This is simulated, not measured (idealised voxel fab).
process module | voxel double patterning
cross-section cut | 240 nm wide | cells 5 nm
A cross-section is a grid of square cells, given in bands from the top down. A band is one or more rows of cells.
Each band's line starts with the height of the band's top and of its bottom, in nm. Then come its materials from left to right, each with its width in nm. One material with "throughout" fills the band from edge to edge. "air" is empty space.
Height 0 is the level under which the wafer as received is all one material. The lowest band goes on downwards, as in "0 down".
A width such as "30 to 40" changes by the same amount from each row of cells to the next, from the band's top row to its bottom row.
"no change" after a step means that no cell of the cross-section changed.
closed voids: empty space of 8 cells or more with no open way to the top, each as width x height at its distance from the left edge, in nm
after a step's settings: what the simulator itself notes on the step
overlay nm, on a step with a mask: how far to the right of its planned place the mask lay; to the left if negative
plan
1 op RECEIVE | material Si
2 op CONFORMAL_DEP | material SiO2 | thk nm 10
3 op DIRECTIONAL_DEP | material polySi | thk nm 15
4 op DIRECTIONAL_DEP | material SiN | thk nm 10
5 op MASKED_ETCH | tone open | mask id FIRST | width nm 15 | pitch nm 50 | etch materials SiN | depth nm 10 | overlay nm 0
6 op MASKED_ETCH | tone open | mask id SECOND | width nm 15 | pitch nm 50 | etch materials SiN | depth nm 10 | overlay nm 0
7 op DIRECTIONAL_ETCH | etch materials polySi | depth nm 15
8 op STRIP | etch materials SiN
varied across the wafers: width nm of step 5. The plan shows the first wafer's value. All wafers start alike
first wafer as received, after step 1
  0 down: Si throughout
  closed voids: none
each wafer at the end: cells of each material gained (+) or lost (-) since it was received, then its closed voids
width nm 15 | +96 SiO2 | +99 polySi | closed voids: none
width nm 20 | +96 SiO2 | +90 polySi | closed voids: none
width nm 25 | +96 SiO2 | +81 polySi | closed voids: none
width nm 30 | +96 SiO2 | +72 polySi | closed voids: none
